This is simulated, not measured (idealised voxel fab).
process module | voxel capacitor over wiring
cross-section cut | 220 nm wide | cells 5 nm
A cross-section is a grid of square cells, given in bands from the top down. A band is one or more rows of cells.
Each band's line starts with the height of the band's top and of its bottom, in nm. Then come its materials from left to right, each with its width in nm. One material with "throughout" fills the band from edge to edge. "air" is empty space.
Height 0 is the level under which the wafer as received is all one material. The lowest band goes on downwards, as in "0 down".
A width such as "30 to 40" changes by the same amount from each row of cells to the next, from the band's top row to its bottom row.
"no change" after a step means that no cell of the cross-section changed.
closed voids: empty space of 8 cells or more with no open way to the top, each as width x height at its distance from the left edge, in nm
after a step's settings: what the simulator itself notes on the step
overlay nm, on a step with a mask: how far to the right of its planned place the mask lay; to the left if negative
plan
1 op RECEIVE | material Si
2 op CONFORMAL_DEP | material SiO2 | thk nm 15
3 op DIRECTIONAL_DEP | material TiN | thk nm 5
4 op DIRECTIONAL_DEP | material Ru | thk nm 15
5 op DIRECTIONAL_DEP | material aC | thk nm 10
6 op PATTERN | tone cover | mask id METAL_1 | material resist | width nm 25 | pitch nm 85 | thk nm 30 | overlay nm 0
7 op DIRECTIONAL_ETCH | etch materials aC | depth nm 10
8 op STRIP | etch materials resist
9 op DIRECTIONAL_ETCH | etch materials Ru | depth nm 15
10 op DIRECTIONAL_ETCH | etch materials TiN | depth nm 5
11 op STRIP | etch materials aC
12 op CONFORMAL_DEP | material SiN | thk nm 5
13 op FILL_DEP | material SiO2 | thk nm 5
14 op CMP | height nm 35
15 op CONFORMAL_DEP | material SiCN | thk nm 5
16 op DIRECTIONAL_DEP | material lowk | thk nm 20
17 op PATTERN | tone open | mask id PLUG_1 | material resist | width nm 15 | thk nm 15 | overlay nm 0
18 op DIRECTIONAL_ETCH | etch materials lowk | depth nm 20
19 op DIRECTIONAL_ETCH | etch materials SiCN | depth nm 5
20 op STRIP | etch materials resist
21 op EPI | material Ru | thk nm 10
22 op EPI | material Ru | thk nm 10
23 op EPI | material Ru | thk nm 5
24 op DIRECTIONAL_DEP | material TiN | thk nm 10
25 op DIRECTIONAL_DEP | material Al2O3 | thk nm 5
26 op DIRECTIONAL_DEP | material TiN | thk nm 5
27 op MASKED_ETCH | tone cover | mask id UPPER_PLATE | width nm 65 | etch materials TiN | depth nm 5 | overlay nm 0
28 op MASKED_ETCH | tone cover | mask id UPPER_PLATE | width nm 65 | etch materials Al2O3 | depth nm 5 | overlay nm 0
29 op PATTERN | tone cover | mask id LOWER_PLATE | material resist | width nm 75 | thk nm 20 | overlay nm 0
30 op DIRECTIONAL_ETCH | etch materials TiN | depth nm 10
31 op STRIP | etch materials resist
32 op FILL_DEP | material SiO2 | thk nm 15
33 op CMP | height nm 90
34 op DIRECTIONAL_DEP | material aC | thk nm 10
35 op PATTERN | tone open | mask id PLUG_2 | material resist | width nm 15 | thk nm 30 | overlay nm 0
36 op DIRECTIONAL_ETCH | etch materials aC | depth nm 10
37 op STRIP | etch materials resist
38 op DIRECTIONAL_ETCH | etch materials SiO2 | depth nm 10
39 op STRIP | etch materials aC
40 op CONFORMAL_DEP | material TiN | thk nm 5
41 op FILL_DEP | material W | thk nm 5
42 op CMP | height nm 90
43 op CONFORMAL_DEP | material SiCN | thk nm 5
as received, after step 1
  0 down: Si throughout
  closed voids: none
first wafer at the end, as planned
  95 to 90: SiCN throughout
  90 to 85: SiO2 75 | TiN 5 | W 5 | TiN 5 | SiO2 130
  85 to 75: SiO2 75 to 65 | TiN 15 to 65 | SiO2 130 to 90
  75 to 70: SiO2 65 | Al2O3 65 | SiO2 90
  70 to 60: SiO2 60 | TiN 75 | SiO2 85
  60 to 40: lowk 65 | Ru 15 | lowk 140
  40 to 35: SiCN 65 | Ru 15 | SiCN 140
  35 to 20: SiO2 50 | SiN 5 | Ru 25 | SiN 5 | SiO2 50 | SiN 5 | Ru 25 | SiN 5 | SiO2 50
  20 to 15: SiN 55 | TiN 25 | SiN 60 | TiN 25 | SiN 55
  15 to 0: SiO2 throughout
  0 down: Si throughout
  closed voids: none
second wafer at the end: like start, like plan, one mistake
  95 to 90: SiCN throughout
  90 to 85: SiO2 75 | TiN 5 | W 5 | TiN 5 | SiO2 130
  85 to 75: SiO2 75 to 80 | TiN 15 to 50 | SiO2 130 to 90
  75 to 70: SiO2 80 | Al2O3 50 | SiO2 90
  70 to 60: SiO2 60 | TiN 5 | SiO2 15 | TiN 55 | SiO2 85
  60 to 55: lowk 65 | SiO2 15 | lowk 140
  55 to 50: lowk 65 | TiN 15 | lowk 140
  50 to 45: lowk 65 | Al2O3 15 | lowk 140
  45 to 40: lowk 65 | TiN 15 | lowk 140
  40 to 35: SiCN 65 | TiN 15 | SiCN 140
  35 to 30: SiO2 50 | SiN 35 | SiO2 50 | SiN 35 | SiO2 50
  30 to 20: SiO2 50 | SiN 5 | Ru 25 | SiN 5 | SiO2 50 | SiN 5 | Ru 25 | SiN 5 | SiO2 50
  20 to 15: SiN 55 | Ru 25 | SiN 60 | Ru 25 | SiN 55
  15 to 0: SiO2 throughout
  0 down: Si throughout
  closed voids: none
what went wrong: step 3 was left out
at the end the second wafer has, in cells: 15 fewer of Ru | 10 more of SiN | 15 more of SiO2 | 10 fewer of TiN
